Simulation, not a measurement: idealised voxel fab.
process module | voxel transistor to metal
cross-section cut | 150 nm wide | cells 5 nm
A cross-section is a grid of square cells, given in bands from the top down. A band is one or more rows of cells.
Each band's line starts with the height of the band's top and of its bottom, in nm. Then come its materials from left to right, each with its width in nm. One material with "throughout" fills the band from edge to edge. "air" is empty space.
Height 0 is the level under which the wafer as received is all one material. The lowest band goes on downwards, as in "0 down".
A width such as "30 to 40" changes by the same amount from each row of cells to the next, from the band's top row to its bottom row.
"no change" after a step means that no cell of the cross-section changed.
closed voids: empty space of 8 cells or more with no open way to the top, each as width x height at its distance from the left edge, in nm
after a step's settings: what the simulator itself notes on the step
overlay nm, on a step with a mask: how far to the right of its planned place the mask lay; to the left if negative
Each pair below shows a cross-section before one step and the cross-section after it, down to the lowest band that changed. The line under each pair gives the step between them, with its settings. The pairs can come from different runs of this module on the same starting wafer, so a pair continues from the pair above only where its "before" says so.
before
  25 to 15: SiO2 25 | TiN 5 | W 10 | TiN 5 | SiO2 60 | TiN 5 | W 10 | TiN 5 | SiO2 25
  15 to 0: SiO2 25 | TiN 5 | W 10 | TiN 5 | SiO2 5 | SiN 10 | HfO2 5 | TiN 5 | W 10 | TiN 5 | HfO2 5 | SiN 10 | SiO2 5 | TiN 5 | W 10 | TiN 5 | SiO2 25
  0 to -5: SiO2 15 | SiN 10 | TiN 20 | SiO2 5 | SiN 10 | HfO2 5 | TiN 20 | HfO2 5 | SiN 10 | SiO2 5 | TiN 20 | SiN 10 | SiO2 15
  -5 to -10: SiO2 25 | SiGe 25 | SiO2 5 | HfO2 40 | SiO2 5 | SiGe 25 | SiO2 25
  -10 to -45: SiO2 30 | Si 90 | SiO2 30
  -45 down: Si throughout
  closed voids: none
after
  30 to 25: TiN throughout
  below 25: unchanged
  closed voids: none
the step between: op DIRECTIONAL_DEP | material TiN | thk nm 5
before: the cross-section after the pair above
after
  50 to 30: W throughout
  below 30: unchanged
  closed voids: none
the step between: op DIRECTIONAL_DEP | material W | thk nm 20
before: the cross-section after the pair above
after
  65 to 50: aC throughout
  below 50: unchanged
  closed voids: none
the step between: op DIRECTIONAL_DEP | material aC | thk nm 15
before: the cross-section after the pair above
after
  100 to 65: air 25 | resist 20 | air 60 | resist 20 | air 25
  below 65: unchanged
  closed voids: none
the step between: op PATTERN | tone cover | mask id METAL_1 | material resist | width nm 20 | pitch nm 80 | thk nm 35 | overlay nm 0
before: the cross-section after the pair above
after
  85 to 65: air 25 | resist 20 | air 60 | resist 20 | air 25
  65 to 50: air 25 | aC 20 | air 60 | aC 20 | air 25
  below 50: unchanged
  closed voids: none
the step between: op DIRECTIONAL_ETCH | etch materials aC | depth nm 15
before: the cross-section after the pair above
after
  65 to 50: air 25 | aC 20 | air 60 | aC 20 | air 25
  below 50: unchanged
  closed voids: none
the step between: op STRIP | etch materials resist
before: the cross-section after the pair above
after
  65 to 50: air 25 | aC 20 | air 60 | aC 20 | air 25
  50 to 30: air 25 | W 20 | air 60 | W 20 | air 25
  below 30: unchanged
  closed voids: none
the step between: op DIRECTIONAL_ETCH | etch materials W | depth nm 20
before: the cross-section after the pair above
after
  65 to 50: air 25 | aC 20 | air 60 | aC 20 | air 25
  50 to 30: air 25 | W 20 | air 60 | W 20 | air 25
  30 to 25: air 25 | TiN 20 | air 60 | TiN 20 | air 25
  below 25: unchanged
  closed voids: none
the step between: op DIRECTIONAL_ETCH | etch materials TiN | depth nm 5
before: the cross-section after the pair above
after
  50 to 30: air 25 | W 20 | air 60 | W 20 | air 25
  below 30: unchanged
  closed voids: none
the step between: op STRIP | etch materials aC
before: the cross-section after the pair above
after
  55 to 50: air 20 | SiN 30 | air 50 | SiN 30 | air 20
  50 to 30: air 20 | SiN 5 | W 20 | SiN 5 | air 50 | SiN 5 | W 20 | SiN 5 | air 20
  30 to 25: SiN 25 | TiN 20 | SiN 60 | TiN 20 | SiN 25
  below 25: unchanged
  closed voids: none
the step between: op CONFORMAL_DEP | material SiN | thk nm 5
before: the cross-section after the pair above
after
  65 to 55: lowk throughout
  55 to 50: lowk 20 | SiN 30 | lowk 50 | SiN 30 | lowk 20
  50 to 30: lowk 20 | SiN 5 | W 20 | SiN 5 | lowk 50 | SiN 5 | W 20 | SiN 5 | lowk 20
  below 30: unchanged
  closed voids: none
the step between: op FILL_DEP | material lowk | thk nm 10
before: the cross-section after the pair above
after
  50 to 30: lowk 20 | SiN 5 | W 20 | SiN 5 | lowk 50 | SiN 5 | W 20 | SiN 5 | lowk 20
  below 30: unchanged
  closed voids: none
the step between: op CMP | height nm 50
before: the cross-section after the pair above
after
  55 to 50: SiN throughout
  below 50: unchanged
  closed voids: none
the step between: op CONFORMAL_DEP | material SiN | thk nm 5
before
  25 to 15: SiO2 throughout
  15 to 0: SiO2 50 | SiN 10 | HfO2 5 | TiN 5 | W 10 | TiN 5 | HfO2 5 | SiN 10 | SiO2 50
  0 to -5: SiO2 15 | SiN 10 | SiO2 25 | SiN 10 | HfO2 5 | TiN 20 | HfO2 5 | SiN 10 | SiO2 25 | SiN 10 | SiO2 15
  -5 to -10: SiO2 25 | SiGe 25 | SiO2 5 | HfO2 40 | SiO2 5 | SiGe 25 | SiO2 25
  -10 to -40: SiO2 25 | Si 100 | SiO2 25
  -40 down: Si throughout
  closed voids: none
after
  25 to 15: SiO2 20 | air 30 | SiO2 50 | air 30 | SiO2 20
  15 to 0: SiO2 20 | air 30 | SiN 10 | HfO2 5 | TiN 5 | W 10 | TiN 5 | HfO2 5 | SiN 10 | air 30 | SiO2 20
  0 to -5: SiO2 15 | SiN 10 | air 25 | SiN 10 | HfO2 5 | TiN 20 | HfO2 5 | SiN 10 | air 25 | SiN 10 | SiO2 15
  below -5: unchanged
  closed voids: none
the step between: op MASKED_ETCH | tone open | mask id CONTACT | width nm 30 | pitch nm 80 | etch materials SiO2 | depth nm 30 | overlay nm 0
before: the cross-section after the pair above
after
  30 to 25: TiN 25 | air 20 | TiN 60 | air 20 | TiN 25
  25 to 15: SiO2 20 | TiN 5 | air 20 | TiN 5 | SiO2 50 | TiN 5 | air 20 | TiN 5 | SiO2 20
  15 to 5: SiO2 20 | TiN 5 | air 20 | TiN 5 | SiN 10 | HfO2 5 | TiN 5 | W 10 | TiN 5 | HfO2 5 | SiN 10 | TiN 5 | air 20 | TiN 5 | SiO2 20
  5 to 0: SiO2 20 | TiN 10 | air 15 | TiN 5 | SiN 10 | HfO2 5 | TiN 5 | W 10 | TiN 5 | HfO2 5 | SiN 10 | TiN 5 | air 15 | TiN 10 | SiO2 20
  0 to -5: SiO2 15 | SiN 10 | TiN 25 | SiN 10 | HfO2 5 | TiN 20 | HfO2 5 | SiN 10 | TiN 25 | SiN 10 | SiO2 15
  below -5: unchanged
  closed voids: none
the step between: op CONFORMAL_DEP | material TiN | thk nm 5
before: the cross-section after the pair above
after
  40 to 30: W throughout
  30 to 25: TiN 25 | W 20 | TiN 60 | W 20 | TiN 25
  25 to 15: SiO2 20 | TiN 5 | W 20 | TiN 5 | SiO2 50 | TiN 5 | W 20 | TiN 5 | SiO2 20
  15 to 5: SiO2 20 | TiN 5 | W 20 | TiN 5 | SiN 10 | HfO2 5 | TiN 5 | W 10 | TiN 5 | HfO2 5 | SiN 10 | TiN 5 | W 20 | TiN 5 | SiO2 20
  5 to 0: SiO2 20 | TiN 10 | W 15 | TiN 5 | SiN 10 | HfO2 5 | TiN 5 | W 10 | TiN 5 | HfO2 5 | SiN 10 | TiN 5 | W 15 | TiN 10 | SiO2 20
  below 0: unchanged
  closed voids: none
the step between: op FILL_DEP | material W | thk nm 10
before: the cross-section after the pair above
after
  25 to 15: SiO2 20 | TiN 5 | W 20 | TiN 5 | SiO2 50 | TiN 5 | W 20 | TiN 5 | SiO2 20
  below 15: unchanged
  closed voids: none
the step between: op CMP | height nm 25
before: the cross-section after the pair above
after
  30 to 25: TiN throughout
  below 25: unchanged
  closed voids: none
the step between: op DIRECTIONAL_DEP | material TiN | thk nm 5
before: the cross-section after the pair above
after
  50 to 30: W throughout
  below 30: unchanged
  closed voids: none
the step between: op DIRECTIONAL_DEP | material W | thk nm 20
before: the cross-section after the pair above
after
  65 to 50: aC throughout
  below 50: unchanged
  closed voids: none
the step between: op DIRECTIONAL_DEP | material aC | thk nm 15
before: the cross-section after the pair above
after
  100 to 65: air 25 | resist 20 | air 60 | resist 20 | air 25
  below 65: unchanged
  closed voids: none
the step between: op PATTERN | tone cover | mask id METAL_1 | material resist | width nm 20 | pitch nm 80 | thk nm 35 | overlay nm 0
before: the cross-section after the pair above
after
  85 to 65: air 25 | resist 20 | air 60 | resist 20 | air 25
  65 to 50: air 25 | aC 20 | air 60 | aC 20 | air 25
  below 50: unchanged
  closed voids: none
the step between: op DIRECTIONAL_ETCH | etch materials aC | depth nm 15
before: the cross-section after the pair above
after
  65 to 50: air 25 | aC 20 | air 60 | aC 20 | air 25
  below 50: unchanged
  closed voids: none
the step between: op STRIP | etch materials resist
before: the cross-section after the pair above
after
  65 to 50: air 25 | aC 20 | air 60 | aC 20 | air 25
  50 to 30: air 25 | W 20 | air 60 | W 20 | air 25
  below 30: unchanged
  closed voids: none
the step between: op DIRECTIONAL_ETCH | etch materials W | depth nm 20
before: the cross-section after the pair above
after
  65 to 50: air 25 | aC 20 | air 60 | aC 20 | air 25
  50 to 30: air 25 | W 20 | air 60 | W 20 | air 25
  30 to 25: air 25 | TiN 20 | air 60 | TiN 20 | air 25
  below 25: unchanged
  closed voids: none
the step between: op DIRECTIONAL_ETCH | etch materials TiN | depth nm 5
before: the cross-section after the pair above
after
  50 to 30: air 25 | W 20 | air 60 | W 20 | air 25
  below 30: unchanged
  closed voids: none
the step between: op STRIP | etch materials aC
before: the cross-section after the pair above
after
  55 to 50: air 20 | SiN 30 | air 50 | SiN 30 | air 20
  50 to 30: air 20 | SiN 5 | W 20 | SiN 5 | air 50 | SiN 5 | W 20 | SiN 5 | air 20
  30 to 25: SiN 25 | TiN 20 | SiN 60 | TiN 20 | SiN 25
  below 25: unchanged
  closed voids: none
the step between: op CONFORMAL_DEP | material SiN | thk nm 5
before: the cross-section after the pair above
after
  65 to 55: lowk throughout
  55 to 50: lowk 20 | SiN 30 | lowk 50 | SiN 30 | lowk 20
  50 to 30: lowk 20 | SiN 5 | W 20 | SiN 5 | lowk 50 | SiN 5 | W 20 | SiN 5 | lowk 20
  below 30: unchanged
  closed voids: none
the step between: op FILL_DEP | material lowk | thk nm 10
before: the cross-section after the pair above
after
  50 to 30: lowk 20 | SiN 5 | W 20 | SiN 5 | lowk 50 | SiN 5 | W 20 | SiN 5 | lowk 20
  below 30: unchanged
  closed voids: none
the step between: op CMP | height nm 50
before: the cross-section after the pair above
after
  55 to 50: SiN throughout
  below 50: unchanged
  closed voids: none
the step between: op CONFORMAL_DEP | material SiN | thk nm 5
before
  25 to 15: SiO2 throughout
  15 to 0: SiO2 50 | SiN 10 | HfO2 5 | TiN 5 | W 10 | TiN 5 | HfO2 5 | SiN 10 | SiO2 50
  0 to -5: SiO2 15 | SiN 10 | SiO2 25 | SiN 10 | HfO2 5 | TiN 20 | HfO2 5 | SiN 10 | SiO2 25 | SiN 10 | SiO2 15
  -5 to -10: SiO2 25 | SiGe 25 | SiO2 5 | HfO2 40 | SiO2 5 | SiGe 25 | SiO2 25
  -10 to -40: SiO2 25 | Si 100 | SiO2 25
  -40 down: Si throughout
  closed voids: none
after
  25 to 15: SiO2 20 | air 20 | SiO2 60 | air 20 | SiO2 30
  15 to 0: SiO2 20 | air 20 | SiO2 10 | SiN 10 | HfO2 5 | TiN 5 | W 10 | TiN 5 | HfO2 5 | SiN 10 | air 20 | SiO2 30
  0 to -5: SiO2 15 | SiN 10 | air 15 | SiO2 10 | SiN 10 | HfO2 5 | TiN 20 | HfO2 5 | SiN 10 | air 20 | SiO2 5 | SiN 10 | SiO2 15
  below -5: unchanged
  closed voids: none
the step between: op MASKED_ETCH | tone open | mask id CONTACT | width nm 20 | pitch nm 80 | etch materials SiO2 | depth nm 30 | overlay nm -5
before: the cross-section after the pair above
after
  30 to 25: TiN 25 | air 10 | TiN 70 | air 10 | TiN 35
  25 to 15: SiO2 20 | TiN 5 | air 10 | TiN 5 | SiO2 60 | TiN 5 | air 10 | TiN 5 | SiO2 30
  15 to 5: SiO2 20 | TiN 5 | air 10 | TiN 5 | SiO2 10 | SiN 10 | HfO2 5 | TiN 5 | W 10 | TiN 5 | HfO2 5 | SiN 10 | TiN 5 | air 10 | TiN 5 | SiO2 30
  5 to 0: SiO2 20 | TiN 10 | air 5 | TiN 5 | SiO2 10 | SiN 10 | HfO2 5 | TiN 5 | W 10 | TiN 5 | HfO2 5 | SiN 10 | TiN 5 | air 10 | TiN 5 | SiO2 30
  0 to -5: SiO2 15 | SiN 10 | TiN 15 | SiO2 10 | SiN 10 | HfO2 5 | TiN 20 | HfO2 5 | SiN 10 | TiN 20 | SiO2 5 | SiN 10 | SiO2 15
  below -5: unchanged
  closed voids: none
the step between: op CONFORMAL_DEP | material TiN | thk nm 5
before: the cross-section after the pair above
after
  40 to 30: W throughout
  30 to 25: TiN 25 | W 10 | TiN 70 | W 10 | TiN 35
  25 to 15: SiO2 20 | TiN 5 | W 10 | TiN 5 | SiO2 60 | TiN 5 | W 10 | TiN 5 | SiO2 30
  15 to 5: SiO2 20 | TiN 5 | W 10 | TiN 5 | SiO2 10 | SiN 10 | HfO2 5 | TiN 5 | W 10 | TiN 5 | HfO2 5 | SiN 10 | TiN 5 | W 10 | TiN 5 | SiO2 30
  5 to 0: SiO2 20 | TiN 10 | W 5 | TiN 5 | SiO2 10 | SiN 10 | HfO2 5 | TiN 5 | W 10 | TiN 5 | HfO2 5 | SiN 10 | TiN 5 | W 10 | TiN 5 | SiO2 30
  below 0: unchanged
  closed voids: none
the step between: op FILL_DEP | material W | thk nm 10
before: the cross-section after the pair above
after
  25 to 15: SiO2 20 | TiN 5 | W 10 | TiN 5 | SiO2 60 | TiN 5 | W 10 | TiN 5 | SiO2 30
  below 15: unchanged
  closed voids: none
the step between: op CMP | height nm 25
before: the cross-section after the pair above
after
  30 to 25: TiN throughout
  below 25: unchanged
  closed voids: none
the step between: op DIRECTIONAL_DEP | material TiN | thk nm 5
before: the cross-section after the pair above
after
  50 to 30: W throughout
  below 30: unchanged
  closed voids: none
the step between: op DIRECTIONAL_DEP | material W | thk nm 20
before: the cross-section after the pair above
after
  65 to 50: aC throughout
  below 50: unchanged
  closed voids: none
the step between: op DIRECTIONAL_DEP | material aC | thk nm 15
before: the cross-section after the pair above
after
  100 to 65: air 25 | resist 20 | air 60 | resist 20 | air 25
  below 65: unchanged
  closed voids: none
the step between: op PATTERN | tone cover | mask id METAL_1 | material resist | width nm 20 | pitch nm 80 | thk nm 35 | overlay nm 0
before: the cross-section after the pair above
after
  85 to 65: air 25 | resist 20 | air 60 | resist 20 | air 25
  65 to 50: air 25 | aC 20 | air 60 | aC 20 | air 25
  below 50: unchanged
  closed voids: none
the step between: op DIRECTIONAL_ETCH | etch materials aC | depth nm 15
before: the cross-section after the pair above
after
  65 to 50: air 25 | aC 20 | air 60 | aC 20 | air 25
  below 50: unchanged
  closed voids: none
the step between: op STRIP | etch materials resist
before: the cross-section after the pair above
after
  65 to 50: air 25 | aC 20 | air 60 | aC 20 | air 25
  50 to 30: air 25 | W 20 | air 60 | W 20 | air 25
  below 30: unchanged
  closed voids: none
the step between: op DIRECTIONAL_ETCH | etch materials W | depth nm 20
before: the cross-section after the pair above
after
  65 to 50: air 25 | aC 20 | air 60 | aC 20 | air 25
  50 to 30: air 25 | W 20 | air 60 | W 20 | air 25
  30 to 25: air 25 | TiN 20 | air 60 | TiN 20 | air 25
  below 25: unchanged
  closed voids: none
the step between: op DIRECTIONAL_ETCH | etch materials TiN | depth nm 5
before: the cross-section after the pair above
after
  50 to 30: air 25 | W 20 | air 60 | W 20 | air 25
  below 30: unchanged
  closed voids: none
the step between: op STRIP | etch materials aC
before: the cross-section after the pair above
after
  55 to 50: air 20 | SiN 30 | air 50 | SiN 30 | air 20
  50 to 30: air 20 | SiN 5 | W 20 | SiN 5 | air 50 | SiN 5 | W 20 | SiN 5 | air 20
  30 to 25: SiN 25 | TiN 20 | SiN 60 | TiN 20 | SiN 25
  below 25: unchanged
  closed voids: none
the step between: op CONFORMAL_DEP | material SiN | thk nm 5
before: the cross-section after the pair above
after
  65 to 55: lowk throughout
  55 to 50: lowk 20 | SiN 30 | lowk 50 | SiN 30 | lowk 20
  50 to 30: lowk 20 | SiN 5 | W 20 | SiN 5 | lowk 50 | SiN 5 | W 20 | SiN 5 | lowk 20
  below 30: unchanged
  closed voids: none
the step between: op FILL_DEP | material lowk | thk nm 10
before: the cross-section after the pair above
after
  50 to 30: lowk 20 | SiN 5 | W 20 | SiN 5 | lowk 50 | SiN 5 | W 20 | SiN 5 | lowk 20
  below 30: unchanged
  closed voids: none
the step between: op CMP | height nm 50
before: the cross-section after the pair above
after
  55 to 50: SiN throughout
  below 50: unchanged
  closed voids: none
the step between: op CONFORMAL_DEP | material SiN | thk nm 5
before
  30 to 25: TiN 30 | air 10 | TiN 70 | air 10 | TiN 30
  25 to 15: SiO2 25 | TiN 5 | air 10 | TiN 5 | SiO2 60 | TiN 5 | air 10 | TiN 5 | SiO2 25
  15 to 0: SiO2 25 | TiN 5 | air 10 | TiN 5 | SiO2 5 | SiN 10 | HfO2 5 | TiN 5 | W 10 | TiN 5 | HfO2 5 | SiN 10 | SiO2 5 | TiN 5 | air 10 | TiN 5 | SiO2 25
  0 to -5: SiO2 15 | SiN 10 | TiN 20 | SiO2 5 | SiN 10 | HfO2 5 | TiN 20 | HfO2 5 | SiN 10 | SiO2 5 | TiN 20 | SiN 10 | SiO2 15
  -5 to -10: SiO2 25 | SiGe 25 | SiO2 5 | HfO2 40 | SiO2 5 | SiGe 25 | SiO2 25
  -10 to -40: SiO2 25 | Si 100 | SiO2 25
  -40 down: Si throughout
  closed voids: none
after
  40 to 30: SiCN throughout
  30 to 25: TiN 30 | SiCN 10 | TiN 70 | SiCN 10 | TiN 30
  25 to 15: SiO2 25 | TiN 5 | SiCN 10 | TiN 5 | SiO2 60 | TiN 5 | SiCN 10 | TiN 5 | SiO2 25
  15 to 0: SiO2 25 | TiN 5 | SiCN 10 | TiN 5 | SiO2 5 | SiN 10 | HfO2 5 | TiN 5 | W 10 | TiN 5 | HfO2 5 | SiN 10 | SiO2 5 | TiN 5 | SiCN 10 | TiN 5 | SiO2 25
  below 0: unchanged
  closed voids: none
the step between: op FILL_DEP | material SiCN | thk nm 10
before: the cross-section after the pair above
after
  25 to 15: SiO2 25 | TiN 5 | SiCN 10 | TiN 5 | SiO2 60 | TiN 5 | SiCN 10 | TiN 5 | SiO2 25
  below 15: unchanged
  closed voids: none
the step between: op CMP | height nm 25
before: the cross-section after the pair above
after
  30 to 25: TiN throughout
  below 25: unchanged
  closed voids: none
the step between: op DIRECTIONAL_DEP | material TiN | thk nm 5
before: the cross-section after the pair above
after
  50 to 30: W throughout
  below 30: unchanged
  closed voids: none
the step between: op DIRECTIONAL_DEP | material W | thk nm 20
before: the cross-section after the pair above
after
  65 to 50: aC throughout
  below 50: unchanged
  closed voids: none
the step between: op DIRECTIONAL_DEP | material aC | thk nm 15
before: the cross-section after the pair above
after
  100 to 65: air 25 | resist 20 | air 60 | resist 20 | air 25
  below 65: unchanged
  closed voids: none
the step between: op PATTERN | tone cover | mask id METAL_1 | material resist | width nm 20 | pitch nm 80 | thk nm 35 | overlay nm 0
before: the cross-section after the pair above
after
  85 to 65: air 25 | resist 20 | air 60 | resist 20 | air 25
  65 to 50: air 25 | aC 20 | air 60 | aC 20 | air 25
  below 50: unchanged
  closed voids: none
the step between: op DIRECTIONAL_ETCH | etch materials aC | depth nm 15
before: the cross-section after the pair above
after
  65 to 50: air 25 | aC 20 | air 60 | aC 20 | air 25
  below 50: unchanged
  closed voids: none
the step between: op STRIP | etch materials resist
before: the cross-section after the pair above
after
  65 to 50: air 25 | aC 20 | air 60 | aC 20 | air 25
  50 to 30: air 25 | W 20 | air 60 | W 20 | air 25
  below 30: unchanged
  closed voids: none
the step between: op DIRECTIONAL_ETCH | etch materials W | depth nm 20
before: the cross-section after the pair above
after
  65 to 50: air 25 | aC 20 | air 60 | aC 20 | air 25
  50 to 30: air 25 | W 20 | air 60 | W 20 | air 25
  30 to 25: air 25 | TiN 20 | air 60 | TiN 20 | air 25
  below 25: unchanged
  closed voids: none
the step between: op DIRECTIONAL_ETCH | etch materials TiN | depth nm 5
before: the cross-section after the pair above
after
  50 to 30: air 25 | W 20 | air 60 | W 20 | air 25
  below 30: unchanged
  closed voids: none
the step between: op STRIP | etch materials aC
before: the cross-section after the pair above
after
  55 to 50: air 20 | SiN 30 | air 50 | SiN 30 | air 20
  50 to 30: air 20 | SiN 5 | W 20 | SiN 5 | air 50 | SiN 5 | W 20 | SiN 5 | air 20
  30 to 25: SiN 25 | TiN 20 | SiN 60 | TiN 20 | SiN 25
  below 25: unchanged
  closed voids: none
the step between: op CONFORMAL_DEP | material SiN | thk nm 5
before: the cross-section after the pair above
after
  65 to 55: lowk throughout
  55 to 50: lowk 20 | SiN 30 | lowk 50 | SiN 30 | lowk 20
  50 to 30: lowk 20 | SiN 5 | W 20 | SiN 5 | lowk 50 | SiN 5 | W 20 | SiN 5 | lowk 20
  below 30: unchanged
  closed voids: none
the step between: op FILL_DEP | material lowk | thk nm 10
before: the cross-section after the pair above
after
  50 to 30: lowk 20 | SiN 5 | W 20 | SiN 5 | lowk 50 | SiN 5 | W 20 | SiN 5 | lowk 20
  below 30: unchanged
  closed voids: none
the step between: op CMP | height nm 50
before: the cross-section after the pair above
after
  55 to 50: SiN throughout
  below 50: unchanged
  closed voids: none
the step between: op CONFORMAL_DEP | material SiN | thk nm 5
before
  25 to 15: SiO2 throughout
  15 to 0: SiO2 50 | SiN 10 | HfO2 5 | TiN 5 | W 10 | TiN 5 | HfO2 5 | SiN 10 | SiO2 50
  0 to -5: SiO2 15 | SiN 10 | SiO2 25 | SiN 10 | HfO2 5 | TiN 20 | HfO2 5 | SiN 10 | SiO2 25 | SiN 10 | SiO2 15
  -5 to -10: SiO2 25 | SiGe 25 | SiO2 5 | HfO2 40 | SiO2 5 | SiGe 25 | SiO2 25
  -10 to -40: SiO2 25 | Si 100 | SiO2 25
  -40 down: Si throughout
  closed voids: none
after
  25 to 15: air 25 | SiO2 20 | air 60 | SiO2 20 | air 25
  15 to 0: air 25 | SiO2 20 | air 5 | SiN 10 | HfO2 5 | TiN 5 | W 10 | TiN 5 | HfO2 5 | SiN 10 | air 5 | SiO2 20 | air 25
  0 to -5: air 15 | SiN 10 | SiO2 20 | air 5 | SiN 10 | HfO2 5 | TiN 20 | HfO2 5 | SiN 10 | air 5 | SiO2 20 | SiN 10 | air 15
  below -5: unchanged
  closed voids: none
the step between: op MASKED_ETCH | tone cover | mask id CONTACT | width nm 20 | pitch nm 80 | etch materials SiO2 | depth nm 30 | overlay nm 0
before: the cross-section after the pair above
after
  30 to 25: air 20 | TiN 30 | air 50 | TiN 30 | air 20
  25 to 20: air 20 | TiN 5 | SiO2 20 | TiN 5 | air 50 | TiN 5 | SiO2 20 | TiN 5 | air 20
  20 to 15: air 20 | TiN 5 | SiO2 20 | TiN 60 | SiO2 20 | TiN 5 | air 20
  15 to 5: air 20 | TiN 5 | SiO2 20 | TiN 5 | SiN 10 | HfO2 5 | TiN 5 | W 10 | TiN 5 | HfO2 5 | SiN 10 | TiN 5 | SiO2 20 | TiN 5 | air 20
  5 to 0: air 10 | TiN 15 | SiO2 20 | TiN 5 | SiN 10 | HfO2 5 | TiN 5 | W 10 | TiN 5 | HfO2 5 | SiN 10 | TiN 5 | SiO2 20 | TiN 15 | air 10
  0 to -5: TiN 15 | SiN 10 | SiO2 20 | TiN 5 | SiN 10 | HfO2 5 | TiN 20 | HfO2 5 | SiN 10 | TiN 5 | SiO2 20 | SiN 10 | TiN 15
  below -5: unchanged
  closed voids: none
the step between: op CONFORMAL_DEP | material TiN | thk nm 5
before: the cross-section after the pair above
after
  40 to 30: W throughout
  30 to 25: W 20 | TiN 30 | W 50 | TiN 30 | W 20
  25 to 20: W 20 | TiN 5 | SiO2 20 | TiN 5 | W 50 | TiN 5 | SiO2 20 | TiN 5 | W 20
  20 to 15: W 20 | TiN 5 | SiO2 20 | TiN 60 | SiO2 20 | TiN 5 | W 20
  15 to 5: W 20 | TiN 5 | SiO2 20 | TiN 5 | SiN 10 | HfO2 5 | TiN 5 | W 10 | TiN 5 | HfO2 5 | SiN 10 | TiN 5 | SiO2 20 | TiN 5 | W 20
  5 to 0: W 10 | TiN 15 | SiO2 20 | TiN 5 | SiN 10 | HfO2 5 | TiN 5 | W 10 | TiN 5 | HfO2 5 | SiN 10 | TiN 5 | SiO2 20 | TiN 15 | W 10
  below 0: unchanged
  closed voids: none
the step between: op FILL_DEP | material W | thk nm 10
before: the cross-section after the pair above
after
  25 to 20: W 20 | TiN 5 | SiO2 20 | TiN 5 | W 50 | TiN 5 | SiO2 20 | TiN 5 | W 20
  below 20: unchanged
  closed voids: none
the step between: op CMP | height nm 25
before: the cross-section after the pair above
after
  30 to 25: TiN throughout
  below 25: unchanged
  closed voids: none
the step between: op DIRECTIONAL_DEP | material TiN | thk nm 5
before: the cross-section after the pair above
after
  50 to 30: W throughout
  below 30: unchanged
  closed voids: none
the step between: op DIRECTIONAL_DEP | material W | thk nm 20
before: the cross-section after the pair above
after
  65 to 50: aC throughout
  below 50: unchanged
  closed voids: none
the step between: op DIRECTIONAL_DEP | material aC | thk nm 15
before: the cross-section after the pair above
after
  100 to 65: air 25 | resist 20 | air 60 | resist 20 | air 25
  below 65: unchanged
  closed voids: none
the step between: op PATTERN | tone cover | mask id METAL_1 | material resist | width nm 20 | pitch nm 80 | thk nm 35 | overlay nm 0
before: the cross-section after the pair above
after
  85 to 65: air 25 | resist 20 | air 60 | resist 20 | air 25
  65 to 50: air 25 | aC 20 | air 60 | aC 20 | air 25
  below 50: unchanged
  closed voids: none
the step between: op DIRECTIONAL_ETCH | etch materials aC | depth nm 15
before: the cross-section after the pair above
after
  65 to 50: air 25 | aC 20 | air 60 | aC 20 | air 25
  below 50: unchanged
  closed voids: none
the step between: op STRIP | etch materials resist
before: the cross-section after the pair above
after
  65 to 50: air 25 | aC 20 | air 60 | aC 20 | air 25
  50 to 30: air 25 | W 20 | air 60 | W 20 | air 25
  below 30: unchanged
  closed voids: none
the step between: op DIRECTIONAL_ETCH | etch materials W | depth nm 20
before: the cross-section after the pair above
after
  65 to 50: air 25 | aC 20 | air 60 | aC 20 | air 25
  50 to 30: air 25 | W 20 | air 60 | W 20 | air 25
  30 to 25: air 25 | TiN 20 | air 60 | TiN 20 | air 25
  below 25: unchanged
  closed voids: none
the step between: op DIRECTIONAL_ETCH | etch materials TiN | depth nm 5
before: the cross-section after the pair above
after
  50 to 30: air 25 | W 20 | air 60 | W 20 | air 25
  below 30: unchanged
  closed voids: none
the step between: op STRIP | etch materials aC
before: the cross-section after the pair above
after
  55 to 50: air 20 | SiN 30 | air 50 | SiN 30 | air 20
  50 to 30: air 20 | SiN 5 | W 20 | SiN 5 | air 50 | SiN 5 | W 20 | SiN 5 | air 20
  30 to 25: SiN 25 | TiN 20 | SiN 60 | TiN 20 | SiN 25
  below 25: unchanged
  closed voids: none
the step between: op CONFORMAL_DEP | material SiN | thk nm 5
before: the cross-section after the pair above
after
  65 to 55: lowk throughout
  55 to 50: lowk 20 | SiN 30 | lowk 50 | SiN 30 | lowk 20
  50 to 30: lowk 20 | SiN 5 | W 20 | SiN 5 | lowk 50 | SiN 5 | W 20 | SiN 5 | lowk 20
  below 30: unchanged
  closed voids: none
the step between: op FILL_DEP | material lowk | thk nm 10
before: the cross-section after the pair above
after
  50 to 30: lowk 20 | SiN 5 | W 20 | SiN 5 | lowk 50 | SiN 5 | W 20 | SiN 5 | lowk 20
  below 30: unchanged
  closed voids: none
the step between: op CMP | height nm 50
before: the cross-section after the pair above
after
  55 to 50: SiN throughout
  below 50: unchanged
  closed voids: none
the step between: op CONFORMAL_DEP | material SiN | thk nm 5
